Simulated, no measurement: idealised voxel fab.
process module | voxel capacitor over wiring
cross-section cut | 300 nm wide | cells 5 nm
A cross-section is a grid of square cells, given in bands from the top down. A band is one or more rows of cells.
Each band's line starts with the height of the band's top and of its bottom, in nm. Then come its materials from left to right, each with its width in nm. One material with "throughout" fills the band from edge to edge. "air" is empty space.
Height 0 is the level under which the wafer as received is all one material. The lowest band goes on downwards, as in "0 down".
A width such as "30 to 40" changes by the same amount from each row of cells to the next, from the band's top row to its bottom row.
"no change" after a step means that no cell of the cross-section changed.
closed voids: empty space of 8 cells or more with no open way to the top, each as width x height at its distance from the left edge, in nm
after a step's settings: what the simulator itself notes on the step
overlay nm, on a step with a mask: how far to the right of its planned place the mask lay; to the left if negative
plan
1 op RECEIVE | material Si
2 op CONFORMAL_DEP | material SiO2 | thk nm 15
3 op DIRECTIONAL_DEP | material TiN | thk nm 5
4 op DIRECTIONAL_DEP | material W | thk nm 20
5 op MASKED_ETCH | tone cover | mask id METAL_1 | width nm 20 | pitch nm 85 | etch materials W | depth nm 20 | overlay nm 0
6 op MASKED_ETCH | tone cover | mask id METAL_1 | width nm 20 | pitch nm 85 | etch materials TiN | depth nm 5 | overlay nm 0
7 op CONFORMAL_DEP | material SiCN | thk nm 5
8 op FILL_DEP | material lowk | thk nm 5
9 op CMP | height nm 40
10 op CONFORMAL_DEP | material SiCN | thk nm 5
11 op DIRECTIONAL_DEP | material SiO2 | thk nm 20
12 op PATTERN | tone open | mask id PLUG_1 | material resist | width nm 15 | thk nm 20 | overlay nm 0
13 op DIRECTIONAL_ETCH | etch materials SiO2 | depth nm 20
14 op DIRECTIONAL_ETCH | etch materials SiCN | depth nm 5
15 op STRIP | etch materials resist
16 op CONFORMAL_DEP | material TiN | thk nm 5
17 op FILL_DEP | material Cu | thk nm 10
18 op CMP | height nm 65
19 op DIRECTIONAL_DEP | material TiN | thk nm 10
20 op DIRECTIONAL_DEP | material HfO2 | thk nm 5
21 op DIRECTIONAL_DEP | material TiN | thk nm 10
22 op DIRECTIONAL_DEP | material aC | thk nm 15
23 op PATTERN | tone cover | mask id UPPER_PLATE | material resist | width nm 70 | thk nm 30 | overlay nm 0
24 op DIRECTIONAL_ETCH | etch materials aC | depth nm 15
25 op STRIP | etch materials resist
26 op DIRECTIONAL_ETCH | etch materials TiN | depth nm 10
27 op DIRECTIONAL_ETCH | etch materials HfO2 | depth nm 5
28 op STRIP | etch materials aC
29 op MASKED_ETCH | tone cover | mask id LOWER_PLATE | width nm 80 | etch materials TiN | depth nm 10 | overlay nm 0
30 op FILL_DEP | material SiO2 | thk nm 15
31 op CMP | height nm 100
32 op PATTERN | tone open | mask id PLUG_2 | material resist | width nm 15 | thk nm 20 | overlay nm 0
33 op DIRECTIONAL_ETCH | etch materials SiO2 | depth nm 10
34 op STRIP | etch materials resist
35 op CONFORMAL_DEP | material TiN | thk nm 5
36 op FILL_DEP | material W | thk nm 5
37 op CMP | height nm 100
38 op CONFORMAL_DEP | material SiCN | thk nm 5
as received, after step 1
  0 down: Si throughout
  closed voids: none
first wafer at the end, as planned
  105 to 100: SiCN throughout
  100 to 95: SiO2 110 | TiN 5 | W 5 | TiN 5 | SiO2 175
  95 to 90: SiO2 110 | TiN 15 | SiO2 175
  90 to 80: SiO2 100 | TiN 70 | SiO2 130
  80 to 75: SiO2 100 | HfO2 70 | SiO2 130
  75 to 65: SiO2 95 | TiN 80 | SiO2 125
  65 to 45: SiO2 100 | TiN 5 | Cu 5 | TiN 5 | SiO2 185
  45 to 40: SiCN 100 | TiN 15 | SiCN 185
  40 to 20: lowk 90 | SiCN 5 | W 20 | SiCN 5 | lowk 55 | SiCN 5 | W 20 | SiCN 5 | lowk 95
  20 to 15: SiCN 95 | TiN 20 | SiCN 65 | TiN 20 | SiCN 100
  15 to 0: SiO2 throughout
  0 down: Si throughout
  closed voids: none
second wafer at the end: like start, like plan, one mistake
  105 to 100: SiCN throughout
  100 to 95: SiO2 110 | TiN 5 | W 5 | TiN 5 | SiO2 175
  95 to 90: SiO2 110 | TiN 15 | SiO2 175
  90 to 80: SiO2 100 | TiN 65 | SiO2 135
  80 to 75: SiO2 100 | HfO2 70 | SiO2 130
  75 to 65: SiO2 85 | TiN 85 | SiO2 130
  65 to 45: SiO2 100 | TiN 5 | Cu 5 | TiN 5 | SiO2 185
  45 to 40: SiCN 100 | TiN 15 | SiCN 185
  40 to 20: lowk 90 | SiCN 5 | W 20 | SiCN 5 | lowk 55 | SiCN 5 | W 20 | SiCN 5 | lowk 95
  20 to 15: SiCN 95 | TiN 20 | SiCN 65 | TiN 20 | SiCN 100
  15 to 0: SiO2 throughout
  0 down: Si throughout
  closed voids: none
what went wrong: step 29 ran as: op MASKED_ETCH | tone cover | mask id LOWER_PLATE | width nm 80 | etch materials TiN | depth nm 10 | overlay nm -10
at the end the second wafer has, in cells: as many of each material as the first, in other places
